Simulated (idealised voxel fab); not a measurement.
Process module, titled voxel tone inversion
We display cut, a cross-section 270 nm in width whose square cells are each 5 nm.
Cross-sections here: square-cell grids, written as top-down lists of bands, a band being one or more rows of cells. Quick guide to a band line: top height, bottom height (nm) up front; then every material left to right with its width in nm. Only one material and it's marked "throughout"? Then it fills the band edge to edge. And "air" just means empty space. Ref level 0: as-received wafer is one material below here. Bottom band extends down with no lower bound ("0 and below"). The expression "30->40" gives the width at the extremes of the band, the first number at its top row of cells and the second at its bottom row, with the width changing by equal amounts from each row to the next in between. Reading "remains unaltered" for a step: not a cell of the cross-section changed in it. Any empty space of 8 cells or more lacking an open way to the top shows up in "Closed void catalog" as width x height at distance, distance from the left edge, in nm. Whatever follows a step's settings on its line is a remark the simulator itself makes about that step. When a step includes a mask, the "overlay nm" setting on its line states how far to the right of its planned place that mask lay, and negative values state how far to the left.
-- Planned step list for the process
1 RECEIVE | material Si
2 CONFORMAL_DEP | material SiN | thk nm 10
3 DIRECTIONAL_DEP | material polySi | thk nm 15
4 PATTERN | tone cover | mask id POSTS | material resist | width nm 20 | pitch nm 40 | thk nm 25 | overlay nm 0
5 DIRECTIONAL_ETCH | etch materials polySi | depth nm 15
6 STRIP | etch materials resist
7 FILL_DEP | material lowk | thk nm 5
8 CMP | height nm 25
9 STRIP | etch materials polySi
10 CONFORMAL_DEP | material TiN | thk nm 5
11 FILL_DEP | material Ru | thk nm 10
12 CMP | height nm 25
13 CONFORMAL_DEP | material SiCN | thk nm 5
-- First of two wafers: run as planned
-- Incoming wafer in cross-section (state: after step 1)
    0 and below: Si throughout
    Closed void catalog: none
-- Sectional view: wafer, after step 2
    10 down to 0: SiN throughout
    below 0: unchanged
-- Sectional view: wafer, after step 3
    25 down to 10: polySi throughout
    below 10: unchanged
-- Sectional view: wafer, after step 4
    50 down to 25: air 85 nm, then resist 20 nm, then air 20 nm, then resist 20 nm, then air 20 nm, then resist 20 nm, then air 85 nm
    below 25: unchanged
-- Sectional view: wafer, after step 5
    50 down to 25: air 85 nm, then resist 20 nm, then air 20 nm, then resist 20 nm, then air 20 nm, then resist 20 nm, then air 85 nm
    25 down to 10: air 85 nm, then polySi 20 nm, then air 20 nm, then polySi 20 nm, then air 20 nm, then polySi 20 nm, then air 85 nm
    below 10: unchanged
-- Sectional view: wafer, after step 6
    25 down to 10: air 85 nm, then polySi 20 nm, then air 20 nm, then polySi 20 nm, then air 20 nm, then polySi 20 nm, then air 85 nm
    below 10: unchanged
-- Sectional view: wafer, after step 7
    30 down to 25: lowk throughout
    25 down to 10: lowk 85 nm, then polySi 20 nm, then lowk 20 nm, then polySi 20 nm, then lowk 20 nm, then polySi 20 nm, then lowk 85 nm
    below 10: unchanged
-- Sectional view: wafer, after step 8
    25 down to 10: lowk 85 nm, then polySi 20 nm, then lowk 20 nm, then polySi 20 nm, then lowk 20 nm, then polySi 20 nm, then lowk 85 nm
    below 10: unchanged
-- Sectional view: wafer, after step 9
    25 down to 10: lowk 85 nm, then air 20 nm, then lowk 20 nm, then air 20 nm, then lowk 20 nm, then air 20 nm, then lowk 85 nm
    below 10: unchanged
-- Sectional view: wafer, after step 10
    30 down to 25: TiN 90 nm, then air 10 nm, then TiN 30 nm, then air 10 nm, then TiN 30 nm, then air 10 nm, then TiN 90 nm
    25 down to 15: lowk 85 nm, then TiN 5 nm, then air 10 nm, then TiN 5 nm, then lowk 20 nm, then TiN 5 nm, then air 10 nm, then TiN 5 nm, then lowk 20 nm, then TiN 5 nm, then air 10 nm, then TiN 5 nm, then lowk 85 nm
    15 down to 10: lowk 85 nm, then TiN 20 nm, then lowk 20 nm, then TiN 20 nm, then lowk 20 nm, then TiN 20 nm, then lowk 85 nm
    below 10: unchanged
-- Sectional view: wafer, after step 11
    40 down to 30: Ru throughout
    30 down to 25: TiN 90 nm, then Ru 10 nm, then TiN 30 nm, then Ru 10 nm, then TiN 30 nm, then Ru 10 nm, then TiN 90 nm
    25 down to 15: lowk 85 nm, then TiN 5 nm, then Ru 10 nm, then TiN 5 nm, then lowk 20 nm, then TiN 5 nm, then Ru 10 nm, then TiN 5 nm, then lowk 20 nm, then TiN 5 nm, then Ru 10 nm, then TiN 5 nm, then lowk 85 nm
    below 15: unchanged
-- Sectional view: wafer, after step 12
    25 down to 15: lowk 85 nm, then TiN 5 nm, then Ru 10 nm, then TiN 5 nm, then lowk 20 nm, then TiN 5 nm, then Ru 10 nm, then TiN 5 nm, then lowk 20 nm, then TiN 5 nm, then Ru 10 nm, then TiN 5 nm, then lowk 85 nm
    below 15: unchanged
-- Sectional view: wafer, after step 13
    30 down to 25: SiCN throughout
    below 25: unchanged
-- Second wafer - shared start and plan with the first - one error in running - same as the first up to step 3 inclusive
-- Cross-section of the second wafer when, according to plan, step 4 should have finished
    50 down to 25: air 95 nm, then resist 20 nm, then air 20 nm, then resist 20 nm, then air 20 nm, then resist 20 nm, then air 75 nm
    below 25: unchanged
-- Cross-section of the second wafer when, according to plan, step 5 should have finished
    50 down to 25: air 95 nm, then resist 20 nm, then air 20 nm, then resist 20 nm, then air 20 nm, then resist 20 nm, then air 75 nm
    25 down to 10: air 95 nm, then polySi 20 nm, then air 20 nm, then polySi 20 nm, then air 20 nm, then polySi 20 nm, then air 75 nm
    below 10: unchanged
-- Cross-section of the second wafer when, according to plan, step 6 should have finished
    25 down to 10: air 95 nm, then polySi 20 nm, then air 20 nm, then polySi 20 nm, then air 20 nm, then polySi 20 nm, then air 75 nm
    below 10: unchanged
-- Cross-section of the second wafer when, according to plan, step 7 should have finished
    30 down to 25: lowk throughout
    25 down to 10: lowk 95 nm, then polySi 20 nm, then lowk 20 nm, then polySi 20 nm, then lowk 20 nm, then polySi 20 nm, then lowk 75 nm
    below 10: unchanged
-- Cross-section of the second wafer when, according to plan, step 8 should have finished
    25 down to 10: lowk 95 nm, then polySi 20 nm, then lowk 20 nm, then polySi 20 nm, then lowk 20 nm, then polySi 20 nm, then lowk 75 nm
    below 10: unchanged
-- Cross-section of the second wafer when, according to plan, step 9 should have finished
    25 down to 10: lowk 95 nm, then air 20 nm, then lowk 20 nm, then air 20 nm, then lowk 20 nm, then air 20 nm, then lowk 75 nm
    below 10: unchanged
-- Cross-section of the second wafer when, according to plan, step 10 should have finished
    30 down to 25: TiN 100 nm, then air 10 nm, then TiN 30 nm, then air 10 nm, then TiN 30 nm, then air 10 nm, then TiN 80 nm
    25 down to 15: lowk 95 nm, then TiN 5 nm, then air 10 nm, then TiN 5 nm, then lowk 20 nm, then TiN 5 nm, then air 10 nm, then TiN 5 nm, then lowk 20 nm, then TiN 5 nm, then air 10 nm, then TiN 5 nm, then lowk 75 nm
    15 down to 10: lowk 95 nm, then TiN 20 nm, then lowk 20 nm, then TiN 20 nm, then lowk 20 nm, then TiN 20 nm, then lowk 75 nm
    below 10: unchanged
-- Cross-section of the second wafer when, according to plan, step 11 should have finished
    40 down to 30: Ru throughout
    30 down to 25: TiN 100 nm, then Ru 10 nm, then TiN 30 nm, then Ru 10 nm, then TiN 30 nm, then Ru 10 nm, then TiN 80 nm
    25 down to 15: lowk 95 nm, then TiN 5 nm, then Ru 10 nm, then TiN 5 nm, then lowk 20 nm, then TiN 5 nm, then Ru 10 nm, then TiN 5 nm, then lowk 20 nm, then TiN 5 nm, then Ru 10 nm, then TiN 5 nm, then lowk 75 nm
    below 15: unchanged
-- Cross-section of the second wafer when, according to plan, step 12 should have finished
    25 down to 15: lowk 95 nm, then TiN 5 nm, then Ru 10 nm, then TiN 5 nm, then lowk 20 nm, then TiN 5 nm, then Ru 10 nm, then TiN 5 nm, then lowk 20 nm, then TiN 5 nm, then Ru 10 nm, then TiN 5 nm, then lowk 75 nm
    below 15: unchanged
-- Cross-section of the second wafer when, according to plan, step 13 should have finished
    30 down to 25: SiCN throughout
    below 25: unchanged
Finding, execution versus plan: rather than as planned, step 4 actually ran as PATTERN | tone cover | mask id POSTS | material resist | width nm 20 | pitch nm 40 | thk nm 25 | overlay nm 10
Final state: per-material cell counts identical on both wafers; locations differ.
